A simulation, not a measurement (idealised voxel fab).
Process module name: voxel wiring stack
Pictured: cross-section cut, 290 nm wide, on a grid of 5 nm square cells.
Think of the cross-section as a grid of square cells. We describe it in bands, top to bottom, and each band covers one or more rows of those cells.
The band entry comprises the height of the band's top followed by the height of its bottom, expressed in nm, and subsequently the band's materials from left to right, each stated together with its width in nm. Where a single material is marked with the word "full width", that material fills the band from edge to edge. The word "blank" represents empty space.
Measure heights from 0. That's the level where, below it, the as-received wafer is all one material. The lowest band is bottomless and extends downward; write it as in "from 0 down".
Width "30->40": first value at the band's top row of cells, second value at its bottom row, equal change from row to row.
Given "no modifications" for a step, no cell of the cross-section differs between before and after that step.
For the entry "Closed-off voids", the listed items are empty spaces with no open way to the top whose size is 8 cells or more; each item follows the pattern width x height at distance, where distance is from the left edge and all three are in nm.
Past the settings on a step's line: simulator remark, on that step.
Among the settings permitted on a step's line is "overlay nm"; applied to a step with a mask, it specifies the extent to which the mask lay to the right of its planned position, whereas a negative figure signifies a position to the left.

List of planned process steps
step 1: RECEIVE with material Si
step 2: CONFORMAL_DEP with material SiO2, thk nm 15
step 3: DIRECTIONAL_DEP with material TiN, thk nm 5
step 4: DIRECTIONAL_DEP with material W, thk nm 20
step 5: DIRECTIONAL_DEP with material aC, thk nm 10
step 6: PATTERN with tone cover, mask id METAL_1, material resist, width nm 25, pitch nm 45, thk nm 30, overlay nm 0
step 7: DIRECTIONAL_ETCH with etch materials aC, depth nm 10
step 8: STRIP with etch materials resist
step 9: DIRECTIONAL_ETCH with etch materials W, depth nm 20
step 10: DIRECTIONAL_ETCH with etch materials TiN, depth nm 5
step 11: STRIP with etch materials aC
step 12: CONFORMAL_DEP with material SiN, thk nm 5
step 13: FILL_DEP with material lowk, thk nm 10
step 14: CMP with height nm 40
step 15: CONFORMAL_DEP with material SiCN, thk nm 5
step 16: DIRECTIONAL_DEP with material SiO2, thk nm 20
step 17: DIRECTIONAL_DEP with material aC, thk nm 10
step 18: PATTERN with tone open, mask id PLUG_1, material resist, width nm 15, pitch nm 45, thk nm 25, overlay nm 0
step 19: DIRECTIONAL_ETCH with etch materials aC, depth nm 10
step 20: STRIP with etch materials resist
step 21: DIRECTIONAL_ETCH with etch materials SiO2, depth nm 20
step 22: DIRECTIONAL_ETCH with etch materials SiCN, depth nm 5
step 23: STRIP with etch materials aC
step 24: CONFORMAL_DEP with material TiN, thk nm 5
step 25: FILL_DEP with material Cu, thk nm 5
step 26: CMP with height nm 65
step 27: DIRECTIONAL_DEP with material TiN, thk nm 5
step 28: DIRECTIONAL_DEP with material W, thk nm 15
step 29: DIRECTIONAL_DEP with material aC, thk nm 10
step 30: PATTERN with tone cover, mask id METAL_2, material resist, width nm 25, pitch nm 45, thk nm 30, overlay nm 0
step 31: DIRECTIONAL_ETCH with etch materials aC, depth nm 10
step 32: STRIP with etch materials resist
step 33: DIRECTIONAL_ETCH with etch materials W, depth nm 15
step 34: DIRECTIONAL_ETCH with etch materials TiN, depth nm 5
step 35: STRIP with etch materials aC
step 36: CONFORMAL_DEP with material SiCN, thk nm 5
step 37: FILL_DEP with material SiO2, thk nm 10
step 38: CMP with height nm 85
step 39: CONFORMAL_DEP with material SiCN, thk nm 5
step 40: DIRECTIONAL_DEP with material lowk, thk nm 10
step 41: MASKED_ETCH with tone open, mask id PLUG_2, width nm 15, pitch nm 45, etch materials lowk, depth nm 10, overlay nm 0
step 42: MASKED_ETCH with tone open, mask id PLUG_2, width nm 15, pitch nm 45, etch materials SiCN, depth nm 5, overlay nm 0
step 43: CONFORMAL_DEP with material TiN, thk nm 5
step 44: FILL_DEP with material W, thk nm 10
step 45: CMP with height nm 100
step 46: CONFORMAL_DEP with material SiN, thk nm 5
step 47: DIRECTIONAL_DEP with material SiO2, thk nm 20
step 48: PATTERN with tone open, mask id METAL_3, material resist, width nm 25, pitch nm 45, thk nm 20, overlay nm 0
step 49: DIRECTIONAL_ETCH with etch materials SiO2, depth nm 20
step 50: DIRECTIONAL_ETCH with etch materials SiN, depth nm 5
step 51: STRIP with etch materials resist
step 52: CONFORMAL_DEP with material TiN, thk nm 5
step 53: FILL_DEP with material Ru, thk nm 10
step 54: CMP with height nm 125
step 55: CONFORMAL_DEP with material SiN, thk nm 5

So this is the incoming wafer in cross-section - it's already been through step 1
- from 0 down = Si full width
- Closed-off voids: none

Cross-section, end of module. Start: as above. Plan: as above. Execution: one mistake
- from 130 to 125 = SiN full width
- from 125 to 105 = 85 of SiO2; 5 of TiN; 15 of Ru; 5 of TiN; 20 of SiO2; 5 of TiN; 15 of Ru; 5 of TiN; 20 of SiO2; 5 of TiN; 15 of Ru; 5 of TiN; 90 of SiO2
- from 105 to 100 = 85 of SiN; 25 of TiN; 20 of SiN; 25 of TiN; 20 of SiN; 25 of TiN; 90 of SiN
- from 100 to 90 = 85 of lowk; 5 of TiN; 5 of W; 5 of TiN; 30 of lowk; 5 of TiN; 5 of W; 5 of TiN; 30 of lowk; 5 of TiN; 5 of W; 5 of TiN; 100 of lowk
- from 90 to 85 = 85 of SiCN; 15 of TiN; 30 of SiCN; 15 of TiN; 30 of SiCN; 15 of TiN; 100 of SiCN
- from 85 to 70 = 80 of SiO2; 5 of SiCN; 25 of W; 5 of SiCN; 10 of SiO2; 5 of SiCN; 25 of W; 5 of SiCN; 10 of SiO2; 5 of SiCN; 25 of W; 5 of SiCN; 85 of SiO2
- from 70 to 65 = 85 of SiCN; 25 of TiN; 20 of SiCN; 25 of TiN; 20 of SiCN; 25 of TiN; 90 of SiCN
- from 65 to 45 = 85 of SiO2; 5 of TiN; 5 of Cu; 5 of TiN; 30 of SiO2; 5 of TiN; 5 of Cu; 5 of TiN; 30 of SiO2; 5 of TiN; 5 of Cu; 5 of TiN; 100 of SiO2
- from 45 to 40 = 85 of SiCN; 15 of TiN; 30 of SiCN; 15 of TiN; 30 of SiCN; 15 of TiN; 100 of SiCN
- from 40 to 35 = 80 of lowk; 5 of SiN; 25 of W; 5 of SiN; 10 of lowk; 5 of SiN; 25 of W; 5 of SiN; 10 of lowk; 5 of SiN; 25 of W; 5 of SiN; 85 of lowk
- from 35 to 30 = 85 of SiN; 25 of TiN; 20 of SiN; 25 of TiN; 20 of SiN; 25 of TiN; 90 of SiN
- from 30 to 0 = SiO2 full width
- from 0 down = Si full width
- Closed-off voids: none
In executing the process, a mistake was made relative to the plan: step 2 was run twice
